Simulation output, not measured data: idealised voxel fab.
Process module heading - voxel ribs on slabs
Xsec cut, 195 nm wide, square cell size 5 nm.
This document writes a cross-section as a grid whose cells are square, and gives it as bands, listed from the top down; one or more rows of cells form a band.
Top, bottom (nm), then materials left to right with widths (nm); lone material tagged "everywhere" fills the whole band edge to edge; "empty" = empty space.
Measure heights from 0. That's the level where, below it, the as-received wafer is all one material. The lowest band is bottomless and extends downward; write it as in "0 -> down".
The two numbers in a width such as "30..40" mark its ends across the band: the first belongs to the top row of cells, the second to the bottom row, and from each row to the next the width moves by the same amount.
You'll sometimes find "no change occurred" written for a step, and that's the way of saying that nowhere in the cross-section did a cell change during that step.
The label "Closed voids list" introduces a list of the empty spaces, 8 cells or larger, that have no open way up to the top; each entry in it reads width x height at distance, where the distance is taken from the left edge and all three are stated in nm.
It should be noted that, on the line of a given step, the content following the step's settings is a remark produced by the simulator itself with respect to that step.
Steps that use a mask can have "overlay nm" on their line. It says how far the mask sat to the right of where it was meant to be. Negative means to the left.
### Below is the list of planned process steps
1. RECEIVE, material Si
2. DIRECTIONAL_DEP, material SiO2, thk nm 20
3. DIRECTIONAL_DEP, material polySi, thk nm 15
4. MASKED_ETCH, tone cover, mask id RIB, width nm 15, etch materials polySi, depth nm 5, overlay nm 0
5. DIRECTIONAL_DEP, material aC, thk nm 15
6. PATTERN, tone cover, mask id SLAB, material resist, width nm 55, thk nm 35, overlay nm 0
7. DIRECTIONAL_ETCH, etch materials aC, depth nm 15
8. STRIP, etch materials resist
9. DIRECTIONAL_ETCH, etch materials polySi, depth nm 10
10. STRIP, etch materials aC
11. FILL_DEP, material SiO2, thk nm 30
12. CMP, height nm 55
13. DIRECTIONAL_DEP, material TiN, thk nm 5
14. DIRECTIONAL_DEP, material aC, thk nm 15
15. PATTERN, tone cover, mask id HEATER, material resist, width nm 25, thk nm 30, overlay nm 0
16. DIRECTIONAL_ETCH, etch materials aC, depth nm 15
17. STRIP, etch materials resist
18. DIRECTIONAL_ETCH, etch materials TiN, depth nm 5
19. STRIP, etch materials aC
20. CONFORMAL_DEP, material SiN, thk nm 5
### Cross-section: wafer on arrival = after step 1
> 0 -> down = Si everywhere
> Closed voids list: none
### Looking at the first of two wafers in cross-section at end of module - ran to plan
> 65 -> 60 = empty: 80, then SiN: 35, then empty: 80
> 60 -> 55 = SiN: 85, then TiN: 25, then SiN: 85
> 55 -> 35 = SiO2 everywhere
> 35 -> 30 = SiO2: 90, then polySi: 15, then SiO2: 90
> 30 -> 20 = SiO2: 70, then polySi: 55, then SiO2: 70
> 20 -> 0 = SiO2 everywhere
> 0 -> down = Si everywhere
> Closed voids list: none
### second wafer at the end: like start, like plan, one mistake
> 55 -> 50 = empty: 80, then SiN: 35, then empty: 80
> 50 -> 45 = SiN: 85, then TiN: 25, then SiN: 85
> 45 -> 35 = SiO2 everywhere
> 35 -> 30 = SiO2: 90, then polySi: 15, then SiO2: 90
> 30 -> 20 = SiO2: 70, then polySi: 55, then SiO2: 70
> 20 -> 0 = SiO2 everywhere
> 0 -> down = Si everywhere
> Closed voids list: none
What went wrong in running the wafer? the process deviated at step 12: the operation and settings actually run there were CMP, height nm 45
The second wafer ends with more or fewer cells of some materials than the first, per final count: SiO2: 78 fewer
